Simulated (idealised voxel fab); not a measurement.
This is a process module. Its name is voxel wiring stack.
We display cut, a cross-section 300 nm in width whose square cells are each 5 nm.
Cross-section spec: square-cell grid; bands listed top down; each band is one or more rows. The entry gives the band's vertical extent as a top height and a bottom height in nm, then its horizontal make-up as materials from left to right, each with a width in nm. "air" stands for empty space; a single material marked "edge to edge" fills the band edge to edge. Beneath 0, the wafer as received is one material, and that level is where height counting begins. The lowest band goes on downward without a bottom; it is written like "from 0 down". Graded width ("30->40"): value in top row of band = first number; value in bottom row = second number; row-to-row change constant. No cell of the cross-section changed in a step that is given as "identical to before". Basically, "Closed internal cavities" tells you about the enclosed voids: empty spaces with no open way to the top, 8 cells or bigger, each written width x height at distance, where distance is from the left edge, all in nm. The remark found on a step's line after its settings is issued by the simulator itself and pertains to that step. overlay nm: where the mask lay relative to plan, measured to the right, on steps with a mask; negatives go left.

**The steps planned for the process are as follows**
1 RECEIVE [material Si]
2 CONFORMAL_DEP [material SiO2] [thk nm 15]
3 CONFORMAL_DEP [material SiCN] [thk nm 5]
4 DIRECTIONAL_DEP [material lowk] [thk nm 15]
5 DIRECTIONAL_DEP [material aC] [thk nm 10]
6 PATTERN [tone open] [mask id METAL_1] [material resist] [width nm 25] [pitch nm 40] [thk nm 30] [overlay nm 0]
7 DIRECTIONAL_ETCH [etch materials aC] [depth nm 10]
8 STRIP [etch materials resist]
9 DIRECTIONAL_ETCH [etch materials lowk] [depth nm 15]
10 DIRECTIONAL_ETCH [etch materials SiCN] [depth nm 5]
11 STRIP [etch materials aC]
12 CONFORMAL_DEP [material TiN] [thk nm 5]
13 FILL_DEP [material Ru] [thk nm 10]
14 CMP [height nm 35]
15 EPI [material Ru] [thk nm 5]
16 FILL_DEP [material SiCN] [thk nm 5]
17 DIRECTIONAL_DEP [material lowk] [thk nm 15]
18 DIRECTIONAL_DEP [material aC] [thk nm 10]
19 PATTERN [tone open] [mask id PLUG_1] [material resist] [width nm 15] [pitch nm 40] [thk nm 25] [overlay nm 0]
20 DIRECTIONAL_ETCH [etch materials aC] [depth nm 10]
21 STRIP [etch materials resist]
22 DIRECTIONAL_ETCH [etch materials lowk] [depth nm 15]
23 DIRECTIONAL_ETCH [etch materials SiCN] [depth nm 5]
24 STRIP [etch materials aC]
25 EPI [material Ru] [thk nm 10]
26 EPI [material Ru] [thk nm 10]
27 DIRECTIONAL_DEP [material TiN] [thk nm 5]
28 DIRECTIONAL_DEP [material W] [thk nm 20]
29 PATTERN [tone cover] [mask id METAL_2] [material resist] [width nm 25] [pitch nm 40] [thk nm 15] [overlay nm 0]
30 DIRECTIONAL_ETCH [etch materials W] [depth nm 20]
31 DIRECTIONAL_ETCH [etch materials TiN] [depth nm 5]
32 STRIP [etch materials resist]
33 FILL_DEP [material SiO2] [thk nm 5]
34 CMP [height nm 85]
35 CONFORMAL_DEP [material SiCN] [thk nm 5]
36 DIRECTIONAL_DEP [material SiO2] [thk nm 35]
37 DIRECTIONAL_DEP [material aC] [thk nm 15]
38 PATTERN [tone open] [mask id METAL_3] [material resist] [width nm 25] [pitch nm 40] [thk nm 35] [overlay nm 0]
39 DIRECTIONAL_ETCH [etch materials aC] [depth nm 15]
40 STRIP [etch materials resist]
41 DIRECTIONAL_ETCH [etch materials SiO2] [depth nm 20]
42 STRIP [etch materials aC]
43 PATTERN [tone open] [mask id METAL_3_HOLES] [material resist] [width nm 15] [thk nm 15] [overlay nm 0]
44 DIRECTIONAL_ETCH [etch materials SiO2] [depth nm 15]
45 DIRECTIONAL_ETCH [etch materials SiCN] [depth nm 5]
46 STRIP [etch materials resist]
47 CONFORMAL_DEP [material TiN] [thk nm 5]
48 FILL_DEP [material Ru] [thk nm 10]
49 CMP [height nm 125]
50 CONFORMAL_DEP [material SiCN] [thk nm 5]
51 DIRECTIONAL_DEP [material lowk] [thk nm 25]
52 PATTERN [tone open] [mask id METAL_4_HOLES] [material resist] [width nm 15] [pitch nm 40] [thk nm 20] [overlay nm 0]
53 DIRECTIONAL_ETCH [etch materials lowk] [depth nm 25]
54 STRIP [etch materials resist]
55 PATTERN [tone open] [mask id METAL_4] [material resist] [width nm 25] [pitch nm 40] [thk nm 20] [overlay nm 0]
56 DIRECTIONAL_ETCH [etch materials lowk] [depth nm 15]
57 DIRECTIONAL_ETCH [etch materials SiCN] [depth nm 5]
58 STRIP [etch materials resist]
59 CONFORMAL_DEP [material TiN] [thk nm 5]
60 FILL_DEP [material Cu] [thk nm 5]
61 CMP [height nm 155]
62 CONFORMAL_DEP [material SiCN] [thk nm 5]

**Step 1 complete: cross-section of the wafer as received**
* from 0 down  Si edge to edge
* Closed internal cavities: none

**The module was run from the start shown above using the plan shown above, but one mistake was made doing it; the resulting wafer cross-section is below**
* from 160 to 155  SiCN edge to edge
* from 155 to 145  lowk 115 nm, then TiN 5 nm, then Cu 15 nm, then TiN 5 nm, then lowk 15 nm, then TiN 5 nm, then Cu 15 nm, then TiN 5 nm, then lowk 120 nm
* from 145 to 140  lowk 115 nm, then TiN 5 nm, then Cu 5 nm, then TiN 15 nm, then lowk 15 nm, then TiN 5 nm, then Cu 5 nm, then TiN 15 nm, then lowk 120 nm
* from 140 to 130  lowk 115 nm, then TiN 5 nm, then Cu 5 nm, then TiN 5 nm, then lowk 25 nm, then TiN 5 nm, then Cu 5 nm, then TiN 5 nm, then lowk 130 nm
* from 130 to 125  SiCN 115 nm, then TiN 15 nm, then SiCN 25 nm, then TiN 15 nm, then SiCN 130 nm
* from 125 to 110  SiO2 110 nm, then TiN 5 nm, then Ru 15 nm, then TiN 5 nm, then SiO2 15 nm, then TiN 5 nm, then Ru 15 nm, then TiN 5 nm, then SiO2 125 nm
* from 110 to 105  SiO2 110 nm, then TiN 10 nm, then Ru 5 nm, then TiN 10 nm, then SiO2 15 nm, then TiN 25 nm, then SiO2 125 nm
* from 105 to 90  SiO2 115 nm, then TiN 5 nm, then Ru 5 nm, then TiN 5 nm, then SiO2 170 nm
* from 90 to 85  SiCN 115 nm, then TiN 15 nm, then SiCN 170 nm
* from 85 to 65  SiO2 115 nm, then W 25 nm, then SiO2 15 nm, then W 25 nm, then SiO2 120 nm
* from 65 to 60  SiO2 115 nm, then TiN 25 nm, then SiO2 15 nm, then TiN 25 nm, then SiO2 120 nm
* from 60 to 45  lowk 115 nm, then Ru 15 nm, then lowk 25 nm, then Ru 15 nm, then lowk 130 nm
* from 45 to 35  SiCN 115->110 nm, then Ru 15->35 nm, then SiCN 25->5 nm, then Ru 15->35 nm, then SiCN 130->115 nm
* from 35 to 20  lowk 115 nm, then TiN 5 nm, then Ru 15 nm, then TiN 5 nm, then lowk 15 nm, then TiN 5 nm, then Ru 15 nm, then TiN 5 nm, then lowk 120 nm
* from 20 to 15  SiCN 115 nm, then TiN 25 nm, then SiCN 15 nm, then TiN 25 nm, then SiCN 120 nm
* from 15 to 0  SiO2 edge to edge
* from 0 down  Si edge to edge
* Closed internal cavities: none
In executing the process, a mistake was made relative to the plan: step 38 ran differently from the plan; actual operation with settings: PATTERN [tone open] [mask id METAL_3] [material resist] [width nm 25] [pitch nm 40] [thk nm 35] [overlay nm -5]
